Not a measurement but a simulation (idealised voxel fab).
process module | voxel capacitor over wiring
cross-section cut | 210 nm wide | cells 5 nm
A cross-section is a grid of square cells, given in bands from the top down. A band is one or more rows of cells.
Each band's line starts with the height of the band's top and of its bottom, in nm. Then come its materials from left to right, each with its width in nm. One material with "throughout" fills the band from edge to edge. "air" is empty space.
Height 0 is the level under which the wafer as received is all one material. The lowest band goes on downwards, as in "0 down".
A width such as "30 to 40" changes by the same amount from each row of cells to the next, from the band's top row to its bottom row.
"no change" after a step means that no cell of the cross-section changed.
closed voids: empty space of 8 cells or more with no open way to the top, each as width x height at its distance from the left edge, in nm
after a step's settings: what the simulator itself notes on the step
overlay nm, on a step with a mask: how far to the right of its planned place the mask lay; to the left if negative
plan
1 op RECEIVE | material Si
2 op CONFORMAL_DEP | material SiO2 | thk nm 15
3 op CONFORMAL_DEP | material SiN | thk nm 5
4 op DIRECTIONAL_DEP | material SiO2 | thk nm 25
5 op PATTERN | tone open | mask id METAL_1 | material resist | width nm 30 | pitch nm 95 | thk nm 20 | overlay nm 0
6 op DIRECTIONAL_ETCH | etch materials SiO2 | depth nm 25
7 op DIRECTIONAL_ETCH | etch materials SiN | depth nm 5
8 op STRIP | etch materials resist
9 op CONFORMAL_DEP | material TiN | thk nm 5
10 op FILL_DEP | material Cu | thk nm 10
11 op CMP | height nm 45
12 op EPI | material Ru | thk nm 5
13 op FILL_DEP | material SiCN | thk nm 5
14 op DIRECTIONAL_DEP | material lowk | thk nm 15
15 op PATTERN | tone open | mask id PLUG_1 | material resist | width nm 15 | thk nm 15 | overlay nm 0
16 op DIRECTIONAL_ETCH | etch materials lowk | depth nm 15
17 op DIRECTIONAL_ETCH | etch materials SiCN | depth nm 5
18 op STRIP | etch materials resist
19 op CONFORMAL_DEP | material TiN | thk nm 5
20 op FILL_DEP | material Cu | thk nm 10
21 op CMP | height nm 70
22 op DIRECTIONAL_DEP | material TiN | thk nm 10
23 op DIRECTIONAL_DEP | material Al2O3 | thk nm 5
24 op DIRECTIONAL_DEP | material TiN | thk nm 10
25 op MASKED_ETCH | tone cover | mask id UPPER_PLATE | width nm 70 | etch materials TiN | depth nm 10 | overlay nm 0
26 op MASKED_ETCH | tone cover | mask id UPPER_PLATE | width nm 70 | etch materials Al2O3 | depth nm 5 | overlay nm 0
27 op DIRECTIONAL_DEP | material aC | thk nm 15
28 op PATTERN | tone cover | mask id LOWER_PLATE | material resist | width nm 80 | thk nm 30 | overlay nm 0
29 op DIRECTIONAL_ETCH | etch materials aC | depth nm 15
30 op STRIP | etch materials resist
31 op DIRECTIONAL_ETCH | etch materials TiN | depth nm 10
32 op STRIP | etch materials aC
33 op FILL_DEP | material SiO2 | thk nm 20
34 op CMP | height nm 110
35 op MASKED_ETCH | tone open | mask id PLUG_2 | width nm 15 | etch materials SiO2 | depth nm 15 | overlay nm 0
36 op CONFORMAL_DEP | material TiN | thk nm 5
37 op FILL_DEP | material Cu | thk nm 10
38 op CMP | height nm 110
39 op CONFORMAL_DEP | material SiCN | thk nm 5
as received, after step 1
  0 down: Si throughout
  closed voids: none
a wafer at the end: this start, this plan, one mistake
  115 to 110: SiCN throughout
  110 to 100: SiO2 65 | TiN 5 | Cu 5 | TiN 5 | SiO2 130
  100 to 95: SiO2 65 | TiN 15 | SiO2 130
  95 to 85: SiO2 55 | TiN 70 | SiO2 85
  85 to 80: SiO2 55 | Al2O3 70 | SiO2 85
  80 to 70: SiO2 50 | TiN 80 | SiO2 80
  70 to 55: lowk 55 | TiN 5 | Cu 5 | TiN 5 | lowk 140
  55 to 50: SiCN 55 | TiN 15 | SiCN 140
  50 to 45: Ru 45 | SiCN 20 | Ru 75 | SiCN 20 | Ru 50
  45 to 20: Cu 35 | TiN 5 | SiO2 30 | TiN 5 | Cu 55 | TiN 5 | SiO2 30 | TiN 5 | Cu 40
  20 to 15: TiN 40 | SiN 30 | TiN 65 | SiN 30 | TiN 45
  15 to 0: SiO2 throughout
  0 down: Si throughout
  closed voids: none
what went wrong: step 5 ran as: op PATTERN | tone cover | mask id METAL_1 | material resist | width nm 30 | pitch nm 95 | thk nm 20 | overlay nm 0
